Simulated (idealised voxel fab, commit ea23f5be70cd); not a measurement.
Title: Process Module voxel air gaps
Displayed cross-section: cut, width of 215 nm, square cells sized 5 nm.
Just so we're on the same page, the cross-sections are grids of square cells, and they're listed out in bands top to bottom, each band one or more rows deep. First you get the band's top height and its bottom height, in nm, and then the materials it's made of, left to right, with each width in nm. If you see a single material with "all across", that one covers the band edge to edge. "blank" is empty space. It should be noted that heights are counted from 0, beneath which the wafer as supplied is of one material throughout, and that the lowest band possesses no lower boundary but continues downward, as written in "0 down". Note: "30..40" means the width goes from the first number (top row of the band) to the second number (bottom row) in equal steps per row of cells. Key: "nothing different" - step with no changed cell in the cross-section. The label "Voids lacking openings" introduces a list of the empty spaces, 8 cells or larger, that have no open way up to the top; each entry in it reads width x height at distance, where the distance is taken from the left edge and all three are stated in nm. Post-settings text on a step line: simulator's own remark regarding the step. You can add "overlay nm" to a step's line. For a step with a mask, it describes how far the mask lay to the right of its planned position, and a negative number describes a lay to the left.
## Process steps - plan
step 1: RECEIVE with material Si
step 2: CONFORMAL_DEP with material SiO2, thk nm 15
step 3: CONFORMAL_DEP with material SiCN, thk nm 5
step 4: DIRECTIONAL_DEP with material SiO2, thk nm 35
step 5: DIRECTIONAL_DEP with material aC, thk nm 15
step 6: PATTERN with tone open, mask id LINES, material resist, width nm 15, pitch nm 50, thk nm 30, overlay nm 0
step 7: DIRECTIONAL_ETCH with etch materials aC, depth nm 15
step 8: STRIP with etch materials resist
step 9: DIRECTIONAL_ETCH with etch materials SiO2, depth nm 35
step 10: STRIP with etch materials aC
step 11: CONFORMAL_DEP with material TiN, thk nm 5
step 12: FILL_DEP with material W, thk nm 5
step 13: CMP with height nm 55
step 14: EPI with material Ru, thk nm 10
step 15: SELECTIVE_ETCH with etch materials SiO2, depth nm 45
step 16: CONFORMAL_DEP with material SiCN, thk nm 5
Wafer-to-wafer difference: width nm, step 6. Common start. Plan = first wafer's value.
## Cross-section of the first of several wafers as received (after step 1)
* 0 down  Si all across
* Voids lacking openings: none
## Once step 16, the last step, is complete, the module is at its end; this is the cross-section of the first of several wafers
* 70 to 65  blank 35 / SiCN 45 / blank 5 / SiCN 45 / blank 5 / SiCN 45 / blank 35
* 65 to 55  blank 35 / SiCN 5 / Ru 35 / SiCN 5 / blank 5 / SiCN 5 / Ru 35 / SiCN 5 / blank 5 / SiCN 5 / Ru 35 / SiCN 5 / blank 35
* 55 to 50  blank 35 / SiCN 15 / TiN 5 / W 5 / TiN 5 / SiCN 15 / blank 5 / SiCN 15 / TiN 5 / W 5 / TiN 5 / SiCN 15 / blank 5 / SiCN 15 / TiN 5 / W 5 / TiN 5 / SiCN 15 / blank 35
* 50 to 25  blank 45 / SiCN 5 / TiN 5 / W 5 / TiN 5 / SiCN 5 / blank 25 / SiCN 5 / TiN 5 / W 5 / TiN 5 / SiCN 5 / blank 25 / SiCN 5 / TiN 5 / W 5 / TiN 5 / SiCN 5 / blank 45
* 25 to 20  SiCN 50 / TiN 15 / SiCN 35 / TiN 15 / SiCN 35 / TiN 15 / SiCN 50
* 20 to 15  SiCN all across
* 15 to 0  SiO2 all across
* 0 down  Si all across
* Voids lacking openings: none
## Showing the last wafer in cross-section at the end of the module
* 70 to 65  blank 25 / SiCN 165 / blank 25
* 65 to 55  blank 25 / SiCN 5 / Ru 155 / SiCN 5 / blank 25
* 55 to 50  blank 25 / SiCN 15 / TiN 5 / W 25 / TiN 5 / SiO2 15 / TiN 5 / W 25 / TiN 5 / SiO2 15 / TiN 5 / W 25 / TiN 5 / SiCN 15 / blank 25
* 50 to 25  blank 35 / SiCN 5 / TiN 5 / W 25 / TiN 5 / SiO2 15 / TiN 5 / W 25 / TiN 5 / SiO2 15 / TiN 5 / W 25 / TiN 5 / SiCN 5 / blank 35
* 25 to 20  SiCN 40 / TiN 35 / SiO2 15 / TiN 35 / SiO2 15 / TiN 35 / SiCN 40
* 20 to 15  SiCN all across
* 15 to 0  SiO2 all across
* 0 down  Si all across
* Voids lacking openings: none
## Table: wafers, a row each; end-of-module cell change per material since receipt, gain (+), loss (-); then closed voids
width nm 15 | +42 Ru | +164 SiCN | +129 SiO2 | +45 TiN | +18 W | Voids lacking openings: none
width nm 20 | +48 Ru | +164 SiCN | +129 SiO2 | +48 TiN | +36 W | Voids lacking openings: 20 x 25 at 75; 20 x 25 at 125
width nm 25 | +54 Ru | +156 SiCN | +129 SiO2 | +51 TiN | +54 W | Voids lacking openings: 15 x 25 at 75; 15 x 25 at 125
width nm 30 | +60 Ru | +112 SiCN | +185 SiO2 | +54 TiN | +72 W | Voids lacking openings: none
width nm 35 | +62 Ru | +112 SiCN | +171 SiO2 | +57 TiN | +90 W | Voids lacking openings: none
